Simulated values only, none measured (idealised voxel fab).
process module | voxel transistor to metal
cross-section cut | 170 nm wide | cells 5 nm
A cross-section is a grid of square cells, given in bands from the top down. A band is one or more rows of cells.
Each band's line starts with the height of the band's top and of its bottom, in nm. Then come its materials from left to right, each with its width in nm. One material with "throughout" fills the band from edge to edge. "air" is empty space.
Height 0 is the level under which the wafer as received is all one material. The lowest band goes on downwards, as in "0 down".
A width such as "30 to 40" changes by the same amount from each row of cells to the next, from the band's top row to its bottom row.
"no change" after a step means that no cell of the cross-section changed.
closed voids: empty space of 8 cells or more with no open way to the top, each as width x height at its distance from the left edge, in nm
after a step's settings: what the simulator itself notes on the step
overlay nm, on a step with a mask: how far to the right of its planned place the mask lay; to the left if negative
plan
1 op RECEIVE | material Si
2 op CONFORMAL_DEP | material SiO2 | thk nm 5
3 op CONFORMAL_DEP | material SiN | thk nm 10
4 op PATTERN | tone cover | mask id ACTIVE | material resist | width nm 95 | thk nm 15 | overlay nm 0
5 op DIRECTIONAL_ETCH | etch materials SiN | depth nm 10
6 op DIRECTIONAL_ETCH | etch materials SiO2 | depth nm 5
7 op DIRECTIONAL_ETCH | etch materials Si | depth nm 35
8 op STRIP | etch materials resist
9 op FILL_DEP | material SiO2 | thk nm 10
10 op CMP | height nm 15
11 op SELECTIVE_ETCH | etch materials SiO2 | depth nm 5
12 op STRIP | etch materials SiN
13 op SELECTIVE_ETCH | etch materials SiO2 | depth nm 5
14 op OXIDIZE | depth nm 5
15 op DIRECTIONAL_DEP | material polySi | thk nm 25
16 op DIRECTIONAL_DEP | material SiCN | thk nm 10
17 op PATTERN | tone cover | mask id GATE | material resist | width nm 25 | thk nm 15 | overlay nm 0
18 op DIRECTIONAL_ETCH | etch materials SiCN | depth nm 20
19 op DIRECTIONAL_ETCH | etch materials polySi | depth nm 35
20 op STRIP | etch materials resist
21 op CONFORMAL_DEP | material SiO2 | thk nm 5
22 op DIRECTIONAL_ETCH | etch materials SiO2 | depth nm 5
23 op CONFORMAL_DEP | material SiN | thk nm 10
24 op DIRECTIONAL_ETCH | etch materials SiN | depth nm 10
25 op DIRECTIONAL_ETCH | etch materials SiO2 | depth nm 5
26 op DIRECTIONAL_ETCH | etch materials Si | depth nm 10
27 op EPI | material SiGe | thk nm 10
28 op FILL_DEP | material SiO2 | thk nm 5
29 op CMP | height nm 35
30 op DIRECTIONAL_DEP | material SiO2 | thk nm 15
31 op MASKED_ETCH | tone open | mask id CONTACT | width nm 25 | pitch nm 60 | etch materials SiO2 | depth nm 45 | overlay nm 0
32 op CONFORMAL_DEP | material TiN | thk nm 5
33 op FILL_DEP | material W | thk nm 5
34 op CMP | height nm 50
35 op DIRECTIONAL_DEP | material TiN | thk nm 5
36 op DIRECTIONAL_DEP | material Ru | thk nm 25
37 op PATTERN | tone cover | mask id METAL_1 | material resist | width nm 15 | pitch nm 70 | thk nm 15 | overlay nm 0
38 op DIRECTIONAL_ETCH | etch materials Ru | depth nm 25
39 op DIRECTIONAL_ETCH | etch materials TiN | depth nm 5
40 op STRIP | etch materials resist
41 op FILL_DEP | material SiO2 | thk nm 5
42 op CMP | height nm 80
43 op CONFORMAL_DEP | material SiCN | thk nm 5
44 op DIRECTIONAL_DEP | material SiO2 | thk nm 25
45 op PATTERN | tone open | mask id METAL_2 | material resist | width nm 15 | pitch nm 70 | thk nm 20 | overlay nm 0
46 op DIRECTIONAL_ETCH | etch materials SiO2 | depth nm 15
47 op STRIP | etch materials resist
48 op DIRECTIONAL_DEP | material aC | thk nm 10
49 op PATTERN | tone open | mask id METAL_2_HOLES | material resist | width nm 15 | pitch nm 70 | thk nm 30 | overlay nm 0
50 op DIRECTIONAL_ETCH | etch materials aC | depth nm 10
51 op STRIP | etch materials resist
52 op DIRECTIONAL_ETCH | etch materials SiO2 | depth nm 10
53 op DIRECTIONAL_ETCH | etch materials SiCN | depth nm 5
54 op STRIP | etch materials aC
55 op CONFORMAL_DEP | material TiN | thk nm 5
56 op FILL_DEP | material Ru | thk nm 10
57 op CMP | height nm 110
58 op CONFORMAL_DEP | material SiN | thk nm 5
as received, after step 1
  0 down: Si throughout
  closed voids: none
a wafer at the end: this start, this plan, one mistake
  115 to 110: SiN throughout
  110 to 85: SiO2 40 | TiN 5 | Ru 5 | TiN 5 | SiO2 55 | TiN 5 | Ru 5 | TiN 5 | SiO2 45
  85 to 80: SiCN 40 | TiN 15 | SiCN 55 | TiN 15 | SiCN 45
  80 to 55: SiO2 40 | Ru 15 | SiO2 55 | Ru 15 | SiO2 45
  55 to 50: SiO2 40 | TiN 15 | SiO2 55 | TiN 15 | SiO2 45
  50 to 40: SiO2 40 | TiN 5 | W 20 | TiN 5 | SiO2 30 | TiN 5 | W 20 | TiN 5 | SiO2 40
  40 to 35: SiO2 40 | TiN 5 | W 5 | TiN 20 | SiO2 30 | TiN 15 | W 10 | TiN 5 | SiO2 40
  35 to 25: SiO2 40 | TiN 5 | W 5 | TiN 5 | SiN 10 | TiN 5 | SiCN 25 | SiO2 5 | SiN 10 | TiN 5 | W 10 | TiN 5 | SiO2 40
  25 to 10: SiO2 40 | TiN 5 | W 5 | TiN 5 | SiN 10 | TiN 5 | polySi 25 | SiO2 5 | SiN 10 | TiN 5 | W 10 | TiN 5 | SiO2 40
  10 to 5: SiO2 40 | TiN 15 | SiN 10 | TiN 5 | polySi 25 | SiO2 5 | SiN 10 | TiN 20 | SiO2 40
  5 to 0: SiO2 35 | SiN 10 | SiGe 10 | SiN 10 | SiO2 5 | polySi 25 | SiO2 5 | SiN 10 | SiGe 10 | SiN 10 | SiO2 40
  0 to -5: SiO2 45 | SiGe 10 | SiO2 55 | SiGe 10 | SiO2 50
  -5 to -15: SiO2 35 | Si 10 | SiGe 10 | Si 55 | SiGe 10 | Si 10 | SiO2 40
  -15 to -35: SiO2 35 | Si 95 | SiO2 40
  -35 down: Si throughout
  closed voids: none
what went wrong: step 31 ran as: op MASKED_ETCH | tone open | mask id CONTACT | width nm 30 | pitch nm 60 | etch materials SiO2 | depth nm 45 | overlay nm 0
